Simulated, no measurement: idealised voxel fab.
You're looking at the process module voxel capacitor over wiring.
In the cross-section labelled cut, the width is 295 nm and each square cell is 5 nm.
Format of a cross-section: grid, square cells. Given as bands. Order: top down. Band: one or more rows of cells.
Per band: top height and bottom height in nm, followed by the left-to-right materials and their widths in nm; "everywhere" marks a single material spanning edge to edge, "blank" marks empty space.
Height is counted from the level 0, under which the received wafer is composed throughout of one material. The lowest of the bands is not closed at the bottom but continues downward, in the notation "0 and below".
When a width is written as two numbers, as in "30..40", the first number is the width in the top row of cells of the band and the second is the width in its bottom row, and the width changes by the same amount from each row to the next.
Key: "nothing altered" - step with no changed cell in the cross-section.
Each empty space that has no open way to the top and spans at least 8 cells appears under "Enclosed empty spaces" as width x height at distance, the distance counted from the left edge, all in nm.
Formally, on a step line, whatever follows the settings is a remark that the simulator itself makes on the step.
overlay nm: where the mask lay relative to plan, measured to the right, on steps with a mask; negatives go left.
## The process steps that were planned are listed below
1) RECEIVE | material Si
2) CONFORMAL_DEP | material SiO2 | thk nm 10
3) CONFORMAL_DEP | material SiN | thk nm 5
4) DIRECTIONAL_DEP | material lowk | thk nm 25
5) MASKED_ETCH | tone open | mask id METAL_1 | width nm 20 | pitch nm 85 | etch materials lowk | depth nm 25 | overlay nm 0
6) MASKED_ETCH | tone open | mask id METAL_1 | width nm 20 | pitch nm 85 | etch materials SiN | depth nm 5 | overlay nm 0
7) CONFORMAL_DEP | material TiN | thk nm 5
8) FILL_DEP | material Cu | thk nm 5
9) CMP | height nm 40
10) CONFORMAL_DEP | material SiCN | thk nm 5
11) DIRECTIONAL_DEP | material lowk | thk nm 10
12) MASKED_ETCH | tone open | mask id PLUG_1 | width nm 15 | etch materials lowk | depth nm 10 | overlay nm 0
13) MASKED_ETCH | tone open | mask id PLUG_1 | width nm 15 | etch materials SiCN | depth nm 5 | overlay nm 0
14) EPI | material Ru | thk nm 10
15) EPI | material Ru | thk nm 5
16) DIRECTIONAL_DEP | material TiN | thk nm 10
17) DIRECTIONAL_DEP | material SiN | thk nm 5
18) DIRECTIONAL_DEP | material TiN | thk nm 5
19) DIRECTIONAL_DEP | material aC | thk nm 15
20) PATTERN | tone cover | mask id UPPER_PLATE | material resist | width nm 70 | thk nm 30 | overlay nm 0
21) DIRECTIONAL_ETCH | etch materials aC | depth nm 15
22) STRIP | etch materials resist
23) DIRECTIONAL_ETCH | etch materials TiN | depth nm 5
24) DIRECTIONAL_ETCH | etch materials SiN | depth nm 5
25) STRIP | etch materials aC
26) DIRECTIONAL_DEP | material aC | thk nm 15
27) PATTERN | tone cover | mask id LOWER_PLATE | material resist | width nm 80 | thk nm 30 | overlay nm 0
28) DIRECTIONAL_ETCH | etch materials aC | depth nm 15
29) STRIP | etch materials resist
30) DIRECTIONAL_ETCH | etch materials TiN | depth nm 10
31) STRIP | etch materials aC
32) FILL_DEP | material SiO2 | thk nm 15
33) CMP | height nm 85
34) PATTERN | tone open | mask id PLUG_2 | material resist | width nm 15 | thk nm 15 | overlay nm 0
35) DIRECTIONAL_ETCH | etch materials SiO2 | depth nm 10
36) STRIP | etch materials resist
37) CONFORMAL_DEP | material TiN | thk nm 5
38) FILL_DEP | material W | thk nm 5
39) CMP | height nm 85
40) CONFORMAL_DEP | material SiCN | thk nm 5
## The cross-section here shows the wafer as received, i.e. in its state after step 1
- 0 and below  Si everywhere
- Enclosed empty spaces: none
## First of two wafers, end-of-module section, run followed plan
- 90 down to 85  SiCN everywhere
- 85 down to 80  110 of SiO2  5 of TiN  5 of W  5 of TiN  170 of SiO2
- 80 down to 70  110..100 of SiO2  15..70 of TiN  170..125 of SiO2
- 70 down to 65  100 of SiO2  70 of SiN  125 of SiO2
- 65 down to 55  95 of SiO2  80 of TiN  120 of SiO2
- 55 down to 45  100 of lowk  15 of Ru  180 of lowk
- 45 down to 40  100 of SiCN  15 of Ru  180 of SiCN
- 40 down to 15  95 of lowk  5 of TiN  10 of Cu  5 of TiN  65 of lowk  5 of TiN  10 of Cu  5 of TiN  95 of lowk
- 15 down to 10  95 of SiN  20 of TiN  65 of SiN  20 of TiN  95 of SiN
- 10 down to 0  SiO2 everywhere
- 0 and below  Si everywhere
- Enclosed empty spaces: none
## End-of-module cross-section of the second wafer: identical starting point and process plan to the first, with one processing mistake
- 90 down to 85  SiCN everywhere
- 85 down to 80  100 of SiO2  25 of TiN  170 of SiO2
- 80 down to 75  100 of SiO2  25 of SiN  170 of SiO2
- 75 down to 70  95 of SiO2  75 of TiN  125 of SiO2
- 70 down to 65  95 of SiO2  30 of TiN  45 of SiN  125 of SiO2
- 65 down to 55  90 of SiO2  35 of Ru  50 of TiN  120 of SiO2
- 55 down to 45  100 of lowk  15 of Ru  180 of lowk
- 45 down to 40  100 of SiCN  15 of Ru  180 of SiCN
- 40 down to 15  95 of lowk  5 of TiN  10 of Cu  5 of TiN  65 of lowk  5 of TiN  10 of Cu  5 of TiN  95 of lowk
- 15 down to 10  95 of SiN  20 of TiN  65 of SiN  20 of TiN  95 of SiN
- 10 down to 0  SiO2 everywhere
- 0 and below  Si everywhere
- Enclosed empty spaces: none
Plan not followed: step 14 of the plan was performed twice
End of process, cell counts, second wafer against first, materials with more or fewer: Ru +14, SiO2 -8, TiN -5, W -1
